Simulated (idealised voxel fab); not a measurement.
process module | voxel plated lines
cross-section cut | 180 nm wide | cells 5 nm
A cross-section is a grid of square cells, given in bands from the top down. A band is one or more rows of cells.
Each band's line starts with the height of the band's top and of its bottom, in nm. Then come its materials from left to right, each with its width in nm. One material with "throughout" fills the band from edge to edge. "air" is empty space.
Height 0 is the level under which the wafer as received is all one material. The lowest band goes on downwards, as in "0 down".
A width such as "30 to 40" changes by the same amount from each row of cells to the next, from the band's top row to its bottom row.
"no change" after a step means that no cell of the cross-section changed.
closed voids: empty space of 8 cells or more with no open way to the top, each as width x height at its distance from the left edge, in nm
after a step's settings: what the simulator itself notes on the step
overlay nm, on a step with a mask: how far to the right of its planned place the mask lay; to the left if negative
plan
1 op RECEIVE | material Si
2 op CONFORMAL_DEP | material Al2O3 | thk nm 15
3 op DIRECTIONAL_DEP | material TiN | thk nm 5
4 op PATTERN | tone open | mask id LINES | material resist | width nm 15 | pitch nm 35 | thk nm 25 | overlay nm 0
5 op EPI | material Ru | thk nm 10
6 op EPI | material Ru | thk nm 10
7 op STRIP | etch materials resist
8 op DIRECTIONAL_ETCH | etch materials TiN | depth nm 5
9 op CONFORMAL_DEP | material SiO2 | thk nm 10
first wafer, as planned
as received, after step 1
  0 down: Si throughout
  closed voids: none
after step 2
  15 to 0: Al2O3 throughout
  below 0: unchanged
after step 3
  20 to 15: TiN throughout
  below 15: unchanged
after step 4
  45 to 20: resist 65 | air 15 | resist 20 | air 15 | resist 65
  below 20: unchanged
after step 5
  45 to 30: resist 65 | air 15 | resist 20 | air 15 | resist 65
  30 to 20: resist 65 | Ru 15 | resist 20 | Ru 15 | resist 65
  below 20: unchanged
after step 6
  45 to 40: resist 65 | air 15 | resist 20 | air 15 | resist 65
  40 to 20: resist 65 | Ru 15 | resist 20 | Ru 15 | resist 65
  below 20: unchanged
after step 7
  40 to 20: air 65 | Ru 15 | air 20 | Ru 15 | air 65
  below 20: unchanged
after step 8
  40 to 20: air 65 | Ru 15 | air 20 | Ru 15 | air 65
  20 to 15: air 65 | TiN 15 | air 20 | TiN 15 | air 65
  below 15: unchanged
after step 9
  50 to 40: air 55 | SiO2 70 | air 55
  40 to 25: air 55 | SiO2 10 | Ru 15 | SiO2 20 | Ru 15 | SiO2 10 | air 55
  25 to 20: SiO2 65 | Ru 15 | SiO2 20 | Ru 15 | SiO2 65
  20 to 15: SiO2 65 | TiN 15 | SiO2 20 | TiN 15 | SiO2 65
  below 15: unchanged
second wafer: like start, like plan, one mistake. Through step 3 it matches the first wafer
when step 4 should have ended
  45 to 20: air 65 | resist 15 | air 20 | resist 15 | air 65
  below 20: unchanged
when step 5 should have ended
  45 to 30: air 65 | resist 15 | air 20 | resist 15 | air 65
  30 to 20: Ru 65 | resist 15 | Ru 20 | resist 15 | Ru 65
  below 20: unchanged
when step 6 should have ended
  45 to 40: air 65 | resist 15 | air 20 | resist 15 | air 65
  40 to 20: Ru 65 | resist 15 | Ru 20 | resist 15 | Ru 65
  below 20: unchanged
when step 7 should have ended
  40 to 20: Ru 65 | air 15 | Ru 20 | air 15 | Ru 65
  below 20: unchanged
when step 8 should have ended
  40 to 20: Ru 65 | air 15 | Ru 20 | air 15 | Ru 65
  20 to 15: TiN 65 | air 15 | TiN 20 | air 15 | TiN 65
  below 15: unchanged
when step 9 should have ended
  50 to 40: SiO2 throughout
  40 to 20: Ru 65 | SiO2 15 | Ru 20 | SiO2 15 | Ru 65
  20 to 15: TiN 65 | SiO2 15 | TiN 20 | SiO2 15 | TiN 65
  below 15: unchanged
what went wrong: step 4 ran as: op PATTERN | tone cover | mask id LINES | material resist | width nm 15 | pitch nm 35 | thk nm 25 | overlay nm 0
at the end the second wafer has, in cells: 96 more of Ru | 10 fewer of SiO2 | 24 more of TiN
